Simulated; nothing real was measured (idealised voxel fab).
process module | voxel tone inversion
cross-section cut | 190 nm wide | cells 5 nm
A cross-section is a grid of square cells, given in bands from the top down. A band is one or more rows of cells.
Each band's line starts with the height of the band's top and of its bottom, in nm. Then come its materials from left to right, each with its width in nm. One material with "throughout" fills the band from edge to edge. "air" is empty space.
Height 0 is the level under which the wafer as received is all one material. The lowest band goes on downwards, as in "0 down".
A width such as "30 to 40" changes by the same amount from each row of cells to the next, from the band's top row to its bottom row.
"no change" after a step means that no cell of the cross-section changed.
closed voids: empty space of 8 cells or more with no open way to the top, each as width x height at its distance from the left edge, in nm
after a step's settings: what the simulator itself notes on the step
overlay nm, on a step with a mask: how far to the right of its planned place the mask lay; to the left if negative
Each pair below shows a cross-section before one step and the cross-section after it, down to the lowest band that changed. The line under each pair gives the step between them, with its settings. The pairs can come from different runs of this module on the same starting wafer, so a pair continues from the pair above only where its "before" says so.
before
  0 down: Si throughout
  closed voids: none
after
  10 to 0: SiCN throughout
  below 0: unchanged
  closed voids: none
the step between: op CONFORMAL_DEP | material SiCN | thk nm 10
before: the cross-section after the pair above
after
  35 to 10: polySi throughout
  below 10: unchanged
  closed voids: none
the step between: op DIRECTIONAL_DEP | material polySi | thk nm 25
before: the cross-section after the pair above
after
  70 to 35: air 40 | resist 25 | air 15 | resist 25 | air 15 | resist 25 | air 45
  below 35: unchanged
  closed voids: none
the step between: op PATTERN | tone cover | mask id POSTS | material resist | width nm 25 | pitch nm 40 | thk nm 35 | overlay nm 0
before: the cross-section after the pair above
after
  70 to 35: air 40 | resist 25 | air 15 | resist 25 | air 15 | resist 25 | air 45
  35 to 10: air 40 | polySi 25 | air 15 | polySi 25 | air 15 | polySi 25 | air 45
  below 10: unchanged
  closed voids: none
the step between: op DIRECTIONAL_ETCH | etch materials polySi | depth nm 25
before: the cross-section after the pair above
after
  35 to 10: air 40 | polySi 25 | air 15 | polySi 25 | air 15 | polySi 25 | air 45
  below 10: unchanged
  closed voids: none
the step between: op STRIP | etch materials resist
before: the cross-section after the pair above
after
  40 to 35: lowk throughout
  35 to 10: lowk 40 | polySi 25 | lowk 15 | polySi 25 | lowk 15 | polySi 25 | lowk 45
  below 10: unchanged
  closed voids: none
the step between: op FILL_DEP | material lowk | thk nm 5
before: the cross-section after the pair above
after
  35 to 10: lowk 40 | polySi 25 | lowk 15 | polySi 25 | lowk 15 | polySi 25 | lowk 45
  below 10: unchanged
  closed voids: none
the step between: op CMP | height nm 35
before: the cross-section after the pair above
after
  35 to 10: lowk 40 | air 25 | lowk 15 | air 25 | lowk 15 | air 25 | lowk 45
  below 10: unchanged
  closed voids: none
the step between: op STRIP | etch materials polySi
before: the cross-section after the pair above
after
  40 to 35: TiN 45 | air 15 | TiN 25 | air 15 | TiN 25 | air 15 | TiN 50
  35 to 15: lowk 40 | TiN 5 | air 15 | TiN 5 | lowk 15 | TiN 5 | air 15 | TiN 5 | lowk 15 | TiN 5 | air 15 | TiN 5 | lowk 45
  15 to 10: lowk 40 | TiN 25 | lowk 15 | TiN 25 | lowk 15 | TiN 25 | lowk 45
  below 10: unchanged
  closed voids: none
the step between: op CONFORMAL_DEP | material TiN | thk nm 5
before: the cross-section after the pair above
after
  45 to 40: W throughout
  40 to 35: TiN 45 | W 15 | TiN 25 | W 15 | TiN 25 | W 15 | TiN 50
  35 to 15: lowk 40 | TiN 5 | W 15 | TiN 5 | lowk 15 | TiN 5 | W 15 | TiN 5 | lowk 15 | TiN 5 | W 15 | TiN 5 | lowk 45
  below 15: unchanged
  closed voids: none
the step between: op FILL_DEP | material W | thk nm 5
before: the cross-section after the pair above
after
  35 to 15: lowk 40 | TiN 5 | W 15 | TiN 5 | lowk 15 | TiN 5 | W 15 | TiN 5 | lowk 15 | TiN 5 | W 15 | TiN 5 | lowk 45
  below 15: unchanged
  closed voids: none
the step between: op CMP | height nm 35
before: the cross-section after the pair above
after
  40 to 35: SiCN throughout
  below 35: unchanged
  closed voids: none
the step between: op CONFORMAL_DEP | material SiCN | thk nm 5
before
  45 to 40: W throughout
  40 to 35: TiN 45 | W 15 | TiN 25 | W 15 | TiN 25 | W 15 | TiN 50
  35 to 15: lowk 40 | TiN 5 | W 15 | TiN 5 | lowk 15 | TiN 5 | W 15 | TiN 5 | lowk 15 | TiN 5 | W 15 | TiN 5 | lowk 45
  15 to 10: lowk 40 | TiN 25 | lowk 15 | TiN 25 | lowk 15 | TiN 25 | lowk 45
  10 to 0: SiCN throughout
  0 down: Si throughout
  closed voids: none
after
  50 to 40: W throughout
  below 40: unchanged
  closed voids: none
the step between: op FILL_DEP | material W | thk nm 5
before: the cross-section after the pair above
after
  35 to 15: lowk 40 | TiN 5 | W 15 | TiN 5 | lowk 15 | TiN 5 | W 15 | TiN 5 | lowk 15 | TiN 5 | W 15 | TiN 5 | lowk 45
  below 15: unchanged
  closed voids: none
the step between: op CMP | height nm 35
before
  0 down: Si throughout
  closed voids: none
after
  25 to 0: polySi throughout
  below 0: unchanged
  closed voids: none
the step between: op DIRECTIONAL_DEP | material polySi | thk nm 25
before: the cross-section after the pair above
after
  35 to 25: SiCN throughout
  below 25: unchanged
  closed voids: none
the step between: op CONFORMAL_DEP | material SiCN | thk nm 10
before: the cross-section after the pair above
after
  70 to 35: air 40 | resist 25 | air 15 | resist 25 | air 15 | resist 25 | air 45
  below 35: unchanged
  closed voids: none
the step between: op PATTERN | tone cover | mask id POSTS | material resist | width nm 25 | pitch nm 40 | thk nm 35 | overlay nm 0
before: the cross-section after the pair above
after
  35 to 25: SiCN throughout
  below 25: unchanged
  closed voids: none
the step between: op STRIP | etch materials resist
before: the cross-section after the pair above
after
  40 to 35: lowk throughout
  below 35: unchanged
  closed voids: none
the step between: op FILL_DEP | material lowk | thk nm 5
before: the cross-section after the pair above
after
  35 to 25: SiCN throughout
  below 25: unchanged
  closed voids: none
the step between: op CMP | height nm 35
before: the cross-section after the pair above
after
  40 to 35: TiN throughout
  below 35: unchanged
  closed voids: none
the step between: op CONFORMAL_DEP | material TiN | thk nm 5
before: the cross-section after the pair above
after
  45 to 40: W throughout
  below 40: unchanged
  closed voids: none
the step between: op FILL_DEP | material W | thk nm 5
before: the cross-section after the pair above
after
  35 to 25: SiCN throughout
  below 25: unchanged
  closed voids: none
the step between: op CMP | height nm 35
before: the cross-section after the pair above
after
  40 to 25: SiCN throughout
  below 25: unchanged
  closed voids: none
the step between: op CONFORMAL_DEP | material SiCN | thk nm 5
before
  45 to 40: W throughout
  40 to 35: TiN 45 | W 15 | TiN 25 | W 15 | TiN 25 | W 15 | TiN 50
  35 to 15: lowk 40 | TiN 5 | W 15 | TiN 5 | lowk 15 | TiN 5 | W 15 | TiN 5 | lowk 15 | TiN 5 | W 15 | TiN 5 | lowk 45
  15 to 10: lowk 40 | TiN 25 | lowk 15 | TiN 25 | lowk 15 | TiN 25 | lowk 45
  10 to 0: SiCN throughout
  0 down: Si throughout
  closed voids: none
after
  30 to 15: lowk 40 | TiN 5 | W 15 | TiN 5 | lowk 15 | TiN 5 | W 15 | TiN 5 | lowk 15 | TiN 5 | W 15 | TiN 5 | lowk 45
  below 15: unchanged
  closed voids: none
the step between: op CMP | height nm 30
before: the cross-section after the pair above
after
  35 to 30: SiCN throughout
  below 30: unchanged
  closed voids: none
the step between: op CONFORMAL_DEP | material SiCN | thk nm 5
before
  35 to 10: polySi throughout
  10 to 0: SiCN throughout
  0 down: Si throughout
  closed voids: none
after
  70 to 35: air 45 | resist 20 | air 20 | resist 20 | air 20 | resist 20 | air 45
  below 35: unchanged
  closed voids: none
the step between: op PATTERN | tone cover | mask id POSTS | material resist | width nm 20 | pitch nm 40 | thk nm 35 | overlay nm 0
before: the cross-section after the pair above
after
  70 to 35: air 45 | resist 20 | air 20 | resist 20 | air 20 | resist 20 | air 45
  35 to 10: air 45 | polySi 20 | air 20 | polySi 20 | air 20 | polySi 20 | air 45
  below 10: unchanged
  closed voids: none
the step between: op DIRECTIONAL_ETCH | etch materials polySi | depth nm 25
before: the cross-section after the pair above
after
  35 to 10: air 45 | polySi 20 | air 20 | polySi 20 | air 20 | polySi 20 | air 45
  below 10: unchanged
  closed voids: none
the step between: op STRIP | etch materials resist
before: the cross-section after the pair above
after
  40 to 35: lowk throughout
  35 to 10: lowk 45 | polySi 20 | lowk 20 | polySi 20 | lowk 20 | polySi 20 | lowk 45
  below 10: unchanged
  closed voids: none
the step between: op FILL_DEP | material lowk | thk nm 5
before: the cross-section after the pair above
after
  35 to 10: lowk 45 | polySi 20 | lowk 20 | polySi 20 | lowk 20 | polySi 20 | lowk 45
  below 10: unchanged
  closed voids: none
the step between: op CMP | height nm 35
before: the cross-section after the pair above
after
  35 to 10: lowk 45 | air 20 | lowk 20 | air 20 | lowk 20 | air 20 | lowk 45
  below 10: unchanged
  closed voids: none
the step between: op STRIP | etch materials polySi
before: the cross-section after the pair above
after
  40 to 35: TiN 50 | air 10 | TiN 30 | air 10 | TiN 30 | air 10 | TiN 50
  35 to 15: lowk 45 | TiN 5 | air 10 | TiN 5 | lowk 20 | TiN 5 | air 10 | TiN 5 | lowk 20 | TiN 5 | air 10 | TiN 5 | lowk 45
  15 to 10: lowk 45 | TiN 20 | lowk 20 | TiN 20 | lowk 20 | TiN 20 | lowk 45
  below 10: unchanged
  closed voids: none
the step between: op CONFORMAL_DEP | material TiN | thk nm 5
before: the cross-section after the pair above
after
  45 to 40: W throughout
  40 to 35: TiN 50 | W 10 | TiN 30 | W 10 | TiN 30 | W 10 | TiN 50
  35 to 15: lowk 45 | TiN 5 | W 10 | TiN 5 | lowk 20 | TiN 5 | W 10 | TiN 5 | lowk 20 | TiN 5 | W 10 | TiN 5 | lowk 45
  below 15: unchanged
  closed voids: none
the step between: op FILL_DEP | material W | thk nm 5
before: the cross-section after the pair above
after
  35 to 15: lowk 45 | TiN 5 | W 10 | TiN 5 | lowk 20 | TiN 5 | W 10 | TiN 5 | lowk 20 | TiN 5 | W 10 | TiN 5 | lowk 45
  below 15: unchanged
  closed voids: none
the step between: op CMP | height nm 35
before: the cross-section after the pair above
after
  40 to 35: SiCN throughout
  below 35: unchanged
  closed voids: none
the step between: op CONFORMAL_DEP | material SiCN | thk nm 5
before
  35 to 10: polySi throughout
  10 to 0: SiCN throughout
  0 down: Si throughout
  closed voids: none
after
  70 to 35: air 30 | resist 25 | air 15 | resist 25 | air 15 | resist 25 | air 55
  below 35: unchanged
  closed voids: none
the step between: op PATTERN | tone cover | mask id POSTS | material resist | width nm 25 | pitch nm 40 | thk nm 35 | overlay nm -10
before: the cross-section after the pair above
after
  70 to 35: air 30 | resist 25 | air 15 | resist 25 | air 15 | resist 25 | air 55
  35 to 10: air 30 | polySi 25 | air 15 | polySi 25 | air 15 | polySi 25 | air 55
  below 10: unchanged
  closed voids: none
the step between: op DIRECTIONAL_ETCH | etch materials polySi | depth nm 25
before: the cross-section after the pair above
after
  35 to 10: air 30 | polySi 25 | air 15 | polySi 25 | air 15 | polySi 25 | air 55
  below 10: unchanged
  closed voids: none
the step between: op STRIP | etch materials resist
before: the cross-section after the pair above
after
  40 to 35: lowk throughout
  35 to 10: lowk 30 | polySi 25 | lowk 15 | polySi 25 | lowk 15 | polySi 25 | lowk 55
  below 10: unchanged
  closed voids: none
the step between: op FILL_DEP | material lowk | thk nm 5
before: the cross-section after the pair above
after
  35 to 10: lowk 30 | polySi 25 | lowk 15 | polySi 25 | lowk 15 | polySi 25 | lowk 55
  below 10: unchanged
  closed voids: none
the step between: op CMP | height nm 35
before: the cross-section after the pair above
after
  35 to 10: lowk 30 | air 25 | lowk 15 | air 25 | lowk 15 | air 25 | lowk 55
  below 10: unchanged
  closed voids: none
the step between: op STRIP | etch materials polySi
before: the cross-section after the pair above
after
  40 to 35: TiN 35 | air 15 | TiN 25 | air 15 | TiN 25 | air 15 | TiN 60
  35 to 15: lowk 30 | TiN 5 | air 15 | TiN 5 | lowk 15 | TiN 5 | air 15 | TiN 5 | lowk 15 | TiN 5 | air 15 | TiN 5 | lowk 55
  15 to 10: lowk 30 | TiN 25 | lowk 15 | TiN 25 | lowk 15 | TiN 25 | lowk 55
  below 10: unchanged
  closed voids: none
the step between: op CONFORMAL_DEP | material TiN | thk nm 5
before: the cross-section after the pair above
after
  45 to 40: W throughout
  40 to 35: TiN 35 | W 15 | TiN 25 | W 15 | TiN 25 | W 15 | TiN 60
  35 to 15: lowk 30 | TiN 5 | W 15 | TiN 5 | lowk 15 | TiN 5 | W 15 | TiN 5 | lowk 15 | TiN 5 | W 15 | TiN 5 | lowk 55
  below 15: unchanged
  closed voids: none
the step between: op FILL_DEP | material W | thk nm 5
before: the cross-section after the pair above
after
  35 to 15: lowk 30 | TiN 5 | W 15 | TiN 5 | lowk 15 | TiN 5 | W 15 | TiN 5 | lowk 15 | TiN 5 | W 15 | TiN 5 | lowk 55
  below 15: unchanged
  closed voids: none
the step between: op CMP | height nm 35
before: the cross-section after the pair above
after
  40 to 35: SiCN throughout
  below 35: unchanged
  closed voids: none
the step between: op CONFORMAL_DEP | material SiCN | thk nm 5
before
  10 to 0: SiCN throughout
  0 down: Si throughout
  closed voids: none
after
  35 to 10: W throughout
  below 10: unchanged
  closed voids: none
the step between: op DIRECTIONAL_DEP | material W | thk nm 25
before: the cross-section after the pair above
after
  70 to 35: air 40 | resist 25 | air 15 | resist 25 | air 15 | resist 25 | air 45
  below 35: unchanged
  closed voids: none
the step between: op PATTERN | tone cover | mask id POSTS | material resist | width nm 25 | pitch nm 40 | thk nm 35 | overlay nm 0
before: the cross-section after the pair above
after
  35 to 10: W throughout
  below 10: unchanged
  closed voids: none
the step between: op STRIP | etch materials resist
before: the cross-section after the pair above
after
  40 to 35: lowk throughout
  below 35: unchanged
  closed voids: none
the step between: op FILL_DEP | material lowk | thk nm 5
before: the cross-section after the pair above
after
  35 to 10: W throughout
  below 10: unchanged
  closed voids: none
the step between: op CMP | height nm 35
before: the cross-section after the pair above
after
  40 to 35: TiN throughout
  below 35: unchanged
  closed voids: none
the step between: op CONFORMAL_DEP | material TiN | thk nm 5
before: the cross-section after the pair above
after
  45 to 40: W throughout
  below 40: unchanged
  closed voids: none
the step between: op FILL_DEP | material W | thk nm 5
before: the cross-section after the pair above
after
  35 to 10: W throughout
  below 10: unchanged
  closed voids: none
the step between: op CMP | height nm 35
before: the cross-section after the pair above
after
  40 to 35: SiCN throughout
  below 35: unchanged
  closed voids: none
the step between: op CONFORMAL_DEP | material SiCN | thk nm 5
before
  35 to 10: polySi throughout
  10 to 0: SiCN throughout
  0 down: Si throughout
  closed voids: none
after
  70 to 35: resist 40 | air 25 | resist 15 | air 25 | resist 15 | air 25 | resist 45
  below 35: unchanged
  closed voids: none
the step between: op PATTERN | tone open | mask id POSTS | material resist | width nm 25 | pitch nm 40 | thk nm 35 | overlay nm 0
before: the cross-section after the pair above
after
  70 to 35: resist 40 | air 25 | resist 15 | air 25 | resist 15 | air 25 | resist 45
  35 to 10: polySi 40 | air 25 | polySi 15 | air 25 | polySi 15 | air 25 | polySi 45
  below 10: unchanged
  closed voids: none
the step between: op DIRECTIONAL_ETCH | etch materials polySi | depth nm 25
before: the cross-section after the pair above
after
  35 to 10: polySi 40 | air 25 | polySi 15 | air 25 | polySi 15 | air 25 | polySi 45
  below 10: unchanged
  closed voids: none
the step between: op STRIP | etch materials resist
before: the cross-section after the pair above
after
  40 to 35: lowk throughout
  35 to 10: polySi 40 | lowk 25 | polySi 15 | lowk 25 | polySi 15 | lowk 25 | polySi 45
  below 10: unchanged
  closed voids: none
the step between: op FILL_DEP | material lowk | thk nm 5
before: the cross-section after the pair above
after
  35 to 10: polySi 40 | lowk 25 | polySi 15 | lowk 25 | polySi 15 | lowk 25 | polySi 45
  below 10: unchanged
  closed voids: none
the step between: op CMP | height nm 35
before: the cross-section after the pair above
after
  35 to 10: air 40 | lowk 25 | air 15 | lowk 25 | air 15 | lowk 25 | air 45
  below 10: unchanged
  closed voids: none
the step between: op STRIP | etch materials polySi
before: the cross-section after the pair above
after
  40 to 35: air 35 | TiN 35 | air 5 | TiN 35 | air 5 | TiN 35 | air 40
  35 to 15: air 35 | TiN 5 | lowk 25 | TiN 5 | air 5 | TiN 5 | lowk 25 | TiN 5 | air 5 | TiN 5 | lowk 25 | TiN 5 | air 40
  15 to 10: TiN 40 | lowk 25 | TiN 15 | lowk 25 | TiN 15 | lowk 25 | TiN 45
  below 10: unchanged
  closed voids: none
the step between: op CONFORMAL_DEP | material TiN | thk nm 5
before: the cross-section after the pair above
after
  45 to 40: W throughout
  40 to 35: W 35 | TiN 35 | W 5 | TiN 35 | W 5 | TiN 35 | W 40
  35 to 15: W 35 | TiN 5 | lowk 25 | TiN 5 | W 5 | TiN 5 | lowk 25 | TiN 5 | W 5 | TiN 5 | lowk 25 | TiN 5 | W 40
  below 15: unchanged
  closed voids: none
the step between: op FILL_DEP | material W | thk nm 5
before: the cross-section after the pair above
after
  35 to 15: W 35 | TiN 5 | lowk 25 | TiN 5 | W 5 | TiN 5 | lowk 25 | TiN 5 | W 5 | TiN 5 | lowk 25 | TiN 5 | W 40
  below 15: unchanged
  closed voids: none
the step between: op CMP | height nm 35
before: the cross-section after the pair above
after
  40 to 35: SiCN throughout
  below 35: unchanged
  closed voids: none
the step between: op CONFORMAL_DEP | material SiCN | thk nm 5
